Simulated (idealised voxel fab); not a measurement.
process module | voxel self aligned contacts
cross-section cut | 235 nm wide | cells 5 nm
A cross-section is a grid of square cells, given in bands from the top down. A band is one or more rows of cells.
Each band's line starts with the height of the band's top and of its bottom, in nm. Then come its materials from left to right, each with its width in nm. One material with "throughout" fills the band from edge to edge. "air" is empty space.
Height 0 is the level under which the wafer as received is all one material. The lowest band goes on downwards, as in "0 down".
A width such as "30 to 40" changes by the same amount from each row of cells to the next, from the band's top row to its bottom row.
"no change" after a step means that no cell of the cross-section changed.
closed voids: empty space of 8 cells or more with no open way to the top, each as width x height at its distance from the left edge, in nm
after a step's settings: what the simulator itself notes on the step
overlay nm, on a step with a mask: how far to the right of its planned place the mask lay; to the left if negative
plan
1 op RECEIVE | material Si
2 op CONFORMAL_DEP | material SiO2 | thk nm 5
3 op DIRECTIONAL_DEP | material polySi | thk nm 25
4 op DIRECTIONAL_DEP | material SiN | thk nm 20
5 op DIRECTIONAL_DEP | material aC | thk nm 10
6 op PATTERN | tone cover | mask id GATE | material resist | width nm 35 | pitch nm 60 | thk nm 30 | overlay nm 0
7 op DIRECTIONAL_ETCH | etch materials aC | depth nm 10
8 op STRIP | etch materials resist
9 op DIRECTIONAL_ETCH | etch materials SiN | depth nm 20
10 op DIRECTIONAL_ETCH | etch materials polySi | depth nm 25
11 op STRIP | etch materials aC
12 op CONFORMAL_DEP | material SiN | thk nm 5
13 op DIRECTIONAL_ETCH | etch materials SiN | depth nm 5
14 op FILL_DEP | material SiO2 | thk nm 15
15 op CMP | height nm 55
16 op DIRECTIONAL_DEP | material aC | thk nm 15
17 op PATTERN | tone open | mask id CONTACT | material resist | width nm 45 | pitch nm 60 | thk nm 35 | overlay nm 0
18 op DIRECTIONAL_ETCH | etch materials aC | depth nm 15
19 op STRIP | etch materials resist
20 op DIRECTIONAL_ETCH | etch materials SiO2 | depth nm 55
21 op STRIP | etch materials aC
22 op CONFORMAL_DEP | material TiN | thk nm 5
23 op FILL_DEP | material W | thk nm 10
24 op CMP | height nm 55
25 op CONFORMAL_DEP | material SiN | thk nm 5
first wafer, as planned
as received, after step 1
  0 down: Si throughout
  closed voids: none
after step 2
  5 to 0: SiO2 throughout
  below 0: unchanged
after step 3
  30 to 5: polySi throughout
  below 5: unchanged
after step 4
  50 to 30: SiN throughout
  below 30: unchanged
after step 5
  60 to 50: aC throughout
  below 50: unchanged
after step 6
  90 to 60: air 40 | resist 35 | air 25 | resist 35 | air 25 | resist 35 | air 40
  below 60: unchanged
after step 7
  80 to 60: air 40 | resist 35 | air 25 | resist 35 | air 25 | resist 35 | air 40
  60 to 50: air 40 | aC 35 | air 25 | aC 35 | air 25 | aC 35 | air 40
  below 50: unchanged
after step 8
  60 to 50: air 40 | aC 35 | air 25 | aC 35 | air 25 | aC 35 | air 40
  below 50: unchanged
after step 9
  60 to 50: air 40 | aC 35 | air 25 | aC 35 | air 25 | aC 35 | air 40
  50 to 30: air 40 | SiN 35 | air 25 | SiN 35 | air 25 | SiN 35 | air 40
  below 30: unchanged
after step 10
  60 to 50: air 40 | aC 35 | air 25 | aC 35 | air 25 | aC 35 | air 40
  50 to 30: air 40 | SiN 35 | air 25 | SiN 35 | air 25 | SiN 35 | air 40
  30 to 5: air 40 | polySi 35 | air 25 | polySi 35 | air 25 | polySi 35 | air 40
  below 5: unchanged
after step 11
  50 to 30: air 40 | SiN 35 | air 25 | SiN 35 | air 25 | SiN 35 | air 40
  below 30: unchanged
after step 12
  55 to 30: air 35 | SiN 45 | air 15 | SiN 45 | air 15 | SiN 45 | air 35
  30 to 10: air 35 | SiN 5 | polySi 35 | SiN 5 | air 15 | SiN 5 | polySi 35 | SiN 5 | air 15 | SiN 5 | polySi 35 | SiN 5 | air 35
  10 to 5: SiN 40 | polySi 35 | SiN 25 | polySi 35 | SiN 25 | polySi 35 | SiN 40
  below 5: unchanged
after step 13
  50 to 30: air 35 | SiN 45 | air 15 | SiN 45 | air 15 | SiN 45 | air 35
  30 to 5: air 35 | SiN 5 | polySi 35 | SiN 5 | air 15 | SiN 5 | polySi 35 | SiN 5 | air 15 | SiN 5 | polySi 35 | SiN 5 | air 35
  below 5: unchanged
after step 14
  65 to 50: SiO2 throughout
  50 to 30: SiO2 35 | SiN 45 | SiO2 15 | SiN 45 | SiO2 15 | SiN 45 | SiO2 35
  30 to 5: SiO2 35 | SiN 5 | polySi 35 | SiN 5 | SiO2 15 | SiN 5 | polySi 35 | SiN 5 | SiO2 15 | SiN 5 | polySi 35 | SiN 5 | SiO2 35
  below 5: unchanged
after step 15
  55 to 50: SiO2 throughout
  below 50: unchanged
after step 16
  70 to 55: aC throughout
  below 55: unchanged
after step 17
  105 to 70: resist 65 | air 45 | resist 15 | air 45 | resist 65
  below 70: unchanged
after step 18
  90 to 70: resist 65 | air 45 | resist 15 | air 45 | resist 65
  70 to 55: aC 65 | air 45 | aC 15 | air 45 | aC 65
  below 55: unchanged
after step 19
  70 to 55: aC 65 | air 45 | aC 15 | air 45 | aC 65
  below 55: unchanged
after step 20
  70 to 55: aC 65 | air 45 | aC 15 | air 45 | aC 65
  55 to 50: SiO2 65 | air 45 | SiO2 15 | air 45 | SiO2 65
  50 to 30: SiO2 35 | SiN 45 | air 15 | SiN 45 | air 15 | SiN 45 | SiO2 35
  30 to 5: SiO2 35 | SiN 5 | polySi 35 | SiN 5 | air 15 | SiN 5 | polySi 35 | SiN 5 | air 15 | SiN 5 | polySi 35 | SiN 5 | SiO2 35
  5 to 0: SiO2 80 | air 15 | SiO2 45 | air 15 | SiO2 80
  below 0: unchanged
after step 21
  55 to 50: SiO2 65 | air 45 | SiO2 15 | air 45 | SiO2 65
  below 50: unchanged
after step 22
  60 to 55: TiN 70 | air 35 | TiN 25 | air 35 | TiN 70
  55 to 50: SiO2 65 | TiN 20 | air 5 | TiN 20 | SiO2 15 | TiN 20 | air 5 | TiN 20 | SiO2 65
  50 to 30: SiO2 35 | SiN 45 | TiN 5 | air 5 | TiN 5 | SiN 45 | TiN 5 | air 5 | TiN 5 | SiN 45 | SiO2 35
  30 to 5: SiO2 35 | SiN 5 | polySi 35 | SiN 5 | TiN 5 | air 5 | TiN 5 | SiN 5 | polySi 35 | SiN 5 | TiN 5 | air 5 | TiN 5 | SiN 5 | polySi 35 | SiN 5 | SiO2 35
  5 to 0: SiO2 80 | TiN 15 | SiO2 45 | TiN 15 | SiO2 80
  below 0: unchanged
after step 23
  70 to 60: W throughout
  60 to 55: TiN 70 | W 35 | TiN 25 | W 35 | TiN 70
  55 to 50: SiO2 65 | TiN 20 | W 5 | TiN 20 | SiO2 15 | TiN 20 | W 5 | TiN 20 | SiO2 65
  50 to 30: SiO2 35 | SiN 45 | TiN 5 | W 5 | TiN 5 | SiN 45 | TiN 5 | W 5 | TiN 5 | SiN 45 | SiO2 35
  30 to 5: SiO2 35 | SiN 5 | polySi 35 | SiN 5 | TiN 5 | W 5 | TiN 5 | SiN 5 | polySi 35 | SiN 5 | TiN 5 | W 5 | TiN 5 | SiN 5 | polySi 35 | SiN 5 | SiO2 35
  below 5: unchanged
after step 24
  55 to 50: SiO2 65 | TiN 20 | W 5 | TiN 20 | SiO2 15 | TiN 20 | W 5 | TiN 20 | SiO2 65
  below 50: unchanged
after step 25
  60 to 55: SiN throughout
  below 55: unchanged
second wafer: like start, like plan, one mistake. Through step 24 it matches the first wafer
when step 25 should have ended
  60 to 55: aC throughout
  below 55: unchanged
what went wrong: step 25 ran as: op CONFORMAL_DEP | material aC | thk nm 5
at the end the second wafer has, in cells: 47 fewer of SiN | 47 more of aC
